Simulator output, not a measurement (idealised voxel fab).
This is a process module. Its name is voxel tone inversion.
Square cell edge 5 nm, section width 250 nm, ID cut.
Cross-section layout: square cells on a grid; listed as bands, top to bottom; a band spans one or more cell rows. Heights first: top, then bottom, in nm. Then materials, left to right, each with a width in nm. "all across" on a single material: fills the band edge to edge. "blank": empty space. Counting heights begins at 0, where everything beneath is, in the wafer as received, one material. The lowest band has no bottom; it goes on downwards, as "from 0 down" shows. A two-number width, for instance "30->40", indicates that the width is equal to the first number in the top row of the band and to the second number in the bottom row, and that it changes by a constant amount per row of cells. Key: "stayed the same" - step with no changed cell in the cross-section. The label "Voids, sealed" introduces a list of the empty spaces, 8 cells or larger, that have no open way up to the top; each entry in it reads width x height at distance, where the distance is taken from the left edge and all three are stated in nm. Heads up: the bit after the settings on a step's line is the simulator's remark on that step. overlay nm: right-of-plan distance of the mask on a masked step; negative values mean left-of-plan.
So here's the lineup of process steps we planned
1 RECEIVE with material Si
2 CONFORMAL_DEP with material SiN, thk nm 10
3 DIRECTIONAL_DEP with material polySi, thk nm 25
4 PATTERN with tone cover, mask id POSTS, material resist, width nm 15, pitch nm 45, thk nm 35, overlay nm 0
5 DIRECTIONAL_ETCH with etch materials polySi, depth nm 25
6 STRIP with etch materials resist
7 FILL_DEP with material SiO2, thk nm 10
8 CMP with height nm 35
9 STRIP with etch materials polySi
10 CONFORMAL_DEP with material TiN, thk nm 5
11 FILL_DEP with material Ru, thk nm 10
12 CMP with height nm 35
13 CONFORMAL_DEP with material SiN, thk nm 5
Among the wafers covered here, the point of difference is the width nm at step 4; their starting state is shared, and the plan presents the value of the first wafer.
The as-received cross-section of the first of several wafers corresponds to the state after step 1
* from 0 down  Si all across
* Voids, sealed: none
Each row below is a wafer at the end of the module, listing for every material the number of cells it has gained (+) or lost (-) since it was received, followed by its closed voids
width nm 15 | +12 Ru | +150 SiN | +205 SiO2 | +33 TiN | Voids, sealed: none
width nm 20 | +24 Ru | +150 SiN | +190 SiO2 | +36 TiN | Voids, sealed: none
width nm 25 | +36 Ru | +150 SiN | +175 SiO2 | +39 TiN | Voids, sealed: none
width nm 30 | +48 Ru | +150 SiN | +160 SiO2 | +42 TiN | Voids, sealed: none
